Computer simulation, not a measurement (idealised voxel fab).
This section sets out a process module, namely voxel self aligned contacts.
Shown is cross-section cut, with a width of 250 nm and square cells of size 5 nm.
Format of a cross-section: grid, square cells. Given as bands. Order: top down. Band: one or more rows of cells.
Heights first: top, then bottom, in nm. Then materials, left to right, each with a width in nm. "everywhere" on a single material: fills the band edge to edge. "blank": empty space.
Below 0: as-received wafer, all one material; heights counted from there. Lowest band: no bottom, goes on down, written "0 nm and below".
The expression "30..40" gives the width at the extremes of the band, the first number at its top row of cells and the second at its bottom row, with the width changing by equal amounts from each row to the next in between.
Take "identical to before" at face value: in the step it is given for, the cross-section changed in none of its cells.
So "Closed cavity list" is basically the list of trapped voids: any empty space of 8 cells or more that can't reach the top through an opening. They're written width x height at distance, the distance being from the left edge, and it's all nm.
after a step's settings: what the simulator itself notes on the step
Regarding "overlay nm": on a step with a mask, it is the distance the mask lay to the right of its planned place; a negative value places it to the left.
Plan:
step 1: RECEIVE,material Si
step 2: OXIDIZE,depth nm 5
step 3: DIRECTIONAL_DEP,material polySi,thk nm 25
step 4: DIRECTIONAL_DEP,material SiN,thk nm 20
step 5: MASKED_ETCH,tone cover,mask id GATE,width nm 25,pitch nm 70,etch materials SiN,depth nm 20,overlay nm 0
step 6: MASKED_ETCH,tone cover,mask id GATE,width nm 25,pitch nm 70,etch materials polySi,depth nm 25,overlay nm 0
step 7: CONFORMAL_DEP,material SiN,thk nm 10
step 8: DIRECTIONAL_ETCH,etch materials SiN,depth nm 10
step 9: FILL_DEP,material SiO2,thk nm 15
step 10: CMP,height nm 50
step 11: PATTERN,tone open,mask id CONTACT,material resist,width nm 55,thk nm 20,overlay nm 0
step 12: DIRECTIONAL_ETCH,etch materials SiO2,depth nm 55
step 13: STRIP,etch materials resist
step 14: CONFORMAL_DEP,material TiN,thk nm 5
step 15: FILL_DEP,material Ru,thk nm 10
step 16: CMP,height nm 50
step 17: CONFORMAL_DEP,material SiN,thk nm 5
Of two wafers, the first: run according to plan:
Incoming wafer, cross-sectional view, post step 1:
    0 nm and below | Si everywhere
    Closed cavity list: none
So this is the wafer cross-section right after step 2:
    0 nm to -5 nm | SiO2 everywhere
    Unchanged below -5.
So this is the wafer cross-section right after step 3:
    25 nm to 0 nm | polySi everywhere
    Unchanged below 0.
So this is the wafer cross-section right after step 4:
    45 nm to 25 nm | SiN everywhere
    Unchanged below 25.
So this is the wafer cross-section right after step 5:
    45 nm to 25 nm | 75 of blank; 25 of SiN; 45 of blank; 25 of SiN; 80 of blank
    Unchanged below 25.
So this is the wafer cross-section right after step 6:
    45 nm to 25 nm | 75 of blank; 25 of SiN; 45 of blank; 25 of SiN; 80 of blank
    25 nm to 0 nm | 75 of blank; 25 of polySi; 45 of blank; 25 of polySi; 80 of blank
    Unchanged below 0.
So this is the wafer cross-section right after step 7:
    55 nm to 25 nm | 65 of blank; 45 of SiN; 25 of blank; 45 of SiN; 70 of blank
    25 nm to 10 nm | 65 of blank; 10 of SiN; 25 of polySi; 10 of SiN; 25 of blank; 10 of SiN; 25 of polySi; 10 of SiN; 70 of blank
    10 nm to 0 nm | 75 of SiN; 25 of polySi; 45 of SiN; 25 of polySi; 80 of SiN
    Unchanged below 0.
So this is the wafer cross-section right after step 8:
    45 nm to 25 nm | 65 of blank; 45 of SiN; 25 of blank; 45 of SiN; 70 of blank
    25 nm to 0 nm | 65 of blank; 10 of SiN; 25 of polySi; 10 of SiN; 25 of blank; 10 of SiN; 25 of polySi; 10 of SiN; 70 of blank
    Unchanged below 0.
So this is the wafer cross-section right after step 9:
    60 nm to 45 nm | SiO2 everywhere
    45 nm to 25 nm | 65 of SiO2; 45 of SiN; 25 of SiO2; 45 of SiN; 70 of SiO2
    25 nm to 0 nm | 65 of SiO2; 10 of SiN; 25 of polySi; 10 of SiN; 25 of SiO2; 10 of SiN; 25 of polySi; 10 of SiN; 70 of SiO2
    Unchanged below 0.
So this is the wafer cross-section right after step 10:
    50 nm to 45 nm | SiO2 everywhere
    Unchanged below 45.
So this is the wafer cross-section right after step 11:
    70 nm to 50 nm | 95 of resist; 55 of blank; 100 of resist
    Unchanged below 50.
So this is the wafer cross-section right after step 12:
    70 nm to 50 nm | 95 of resist; 55 of blank; 100 of resist
    50 nm to 45 nm | 95 of SiO2; 55 of blank; 100 of SiO2
    45 nm to 25 nm | 65 of SiO2; 45 of SiN; 25 of blank; 45 of SiN; 70 of SiO2
    25 nm to 0 nm | 65 of SiO2; 10 of SiN; 25 of polySi; 10 of SiN; 25 of blank; 10 of SiN; 25 of polySi; 10 of SiN; 70 of SiO2
    0 nm to -5 nm | 110 of SiO2; 25 of blank; 115 of SiO2
    Unchanged below -5.
So this is the wafer cross-section right after step 13:
    50 nm to 45 nm | 95 of SiO2; 55 of blank; 100 of SiO2
    Unchanged below 45.
So this is the wafer cross-section right after step 14:
    55 nm to 50 nm | 100 of TiN; 45 of blank; 105 of TiN
    50 nm to 45 nm | 95 of SiO2; 20 of TiN; 15 of blank; 20 of TiN; 100 of SiO2
    45 nm to 25 nm | 65 of SiO2; 45 of SiN; 5 of TiN; 15 of blank; 5 of TiN; 45 of SiN; 70 of SiO2
    25 nm to 0 nm | 65 of SiO2; 10 of SiN; 25 of polySi; 10 of SiN; 5 of TiN; 15 of blank; 5 of TiN; 10 of SiN; 25 of polySi; 10 of SiN; 70 of SiO2
    0 nm to -5 nm | 110 of SiO2; 25 of TiN; 115 of SiO2
    Unchanged below -5.
So this is the wafer cross-section right after step 15:
    65 nm to 55 nm | Ru everywhere
    55 nm to 50 nm | 100 of TiN; 45 of Ru; 105 of TiN
    50 nm to 45 nm | 95 of SiO2; 20 of TiN; 15 of Ru; 20 of TiN; 100 of SiO2
    45 nm to 25 nm | 65 of SiO2; 45 of SiN; 5 of TiN; 15 of Ru; 5 of TiN; 45 of SiN; 70 of SiO2
    25 nm to 0 nm | 65 of SiO2; 10 of SiN; 25 of polySi; 10 of SiN; 5 of TiN; 15 of Ru; 5 of TiN; 10 of SiN; 25 of polySi; 10 of SiN; 70 of SiO2
    Unchanged below 0.
So this is the wafer cross-section right after step 16:
    50 nm to 45 nm | 95 of SiO2; 20 of TiN; 15 of Ru; 20 of TiN; 100 of SiO2
    Unchanged below 45.
So this is the wafer cross-section right after step 17:
    55 nm to 50 nm | SiN everywhere
    Unchanged below 50.
Here the second wafer is described. Its start and its plan were those of the first wafer. Its run contained one mistake. Up to and including step 10, it did exactly what the first wafer did:
Second wafer shown in cross-section at the time step 11 was slated to end:
    70 nm to 50 nm | 85 of resist; 55 of blank; 110 of resist
    Unchanged below 50.
Second wafer shown in cross-section at the time step 12 was slated to end:
    70 nm to 50 nm | 85 of resist; 55 of blank; 110 of resist
    50 nm to 45 nm | 85 of SiO2; 55 of blank; 110 of SiO2
    45 nm to 25 nm | 65 of SiO2; 45 of SiN; 25 of blank; 45 of SiN; 70 of SiO2
    25 nm to 0 nm | 65 of SiO2; 10 of SiN; 25 of polySi; 10 of SiN; 25 of blank; 10 of SiN; 25 of polySi; 10 of SiN; 70 of SiO2
    0 nm to -5 nm | 110 of SiO2; 25 of blank; 115 of SiO2
    Unchanged below -5.
Second wafer shown in cross-section at the time step 13 was slated to end:
    50 nm to 45 nm | 85 of SiO2; 55 of blank; 110 of SiO2
    Unchanged below 45.
Second wafer shown in cross-section at the time step 14 was slated to end:
    55 nm to 50 nm | 90 of TiN; 45 of blank; 115 of TiN
    50 nm to 45 nm | 85 of SiO2; 30 of TiN; 15 of blank; 10 of TiN; 110 of SiO2
    45 nm to 25 nm | 65 of SiO2; 45 of SiN; 5 of TiN; 15 of blank; 5 of TiN; 45 of SiN; 70 of SiO2
    25 nm to 0 nm | 65 of SiO2; 10 of SiN; 25 of polySi; 10 of SiN; 5 of TiN; 15 of blank; 5 of TiN; 10 of SiN; 25 of polySi; 10 of SiN; 70 of SiO2
    0 nm to -5 nm | 110 of SiO2; 25 of TiN; 115 of SiO2
    Unchanged below -5.
Second wafer shown in cross-section at the time step 15 was slated to end:
    65 nm to 55 nm | Ru everywhere
    55 nm to 50 nm | 90 of TiN; 45 of Ru; 115 of TiN
    50 nm to 45 nm | 85 of SiO2; 30 of TiN; 15 of Ru; 10 of TiN; 110 of SiO2
    45 nm to 25 nm | 65 of SiO2; 45 of SiN; 5 of TiN; 15 of Ru; 5 of TiN; 45 of SiN; 70 of SiO2
    25 nm to 0 nm | 65 of SiO2; 10 of SiN; 25 of polySi; 10 of SiN; 5 of TiN; 15 of Ru; 5 of TiN; 10 of SiN; 25 of polySi; 10 of SiN; 70 of SiO2
    Unchanged below 0.
Second wafer shown in cross-section at the time step 16 was slated to end:
    50 nm to 45 nm | 85 of SiO2; 30 of TiN; 15 of Ru; 10 of TiN; 110 of SiO2
    Unchanged below 45.
Second wafer shown in cross-section at the time step 17 was slated to end:
    55 nm to 50 nm | SiN everywhere
    Unchanged below 50.
Plan not followed: planned and actual differ for step 11; actual: PATTERN,tone open,mask id CONTACT,material resist,width nm 55,thk nm 20,overlay nm -10
Both wafers, final: cells per material equal; arrangement not.
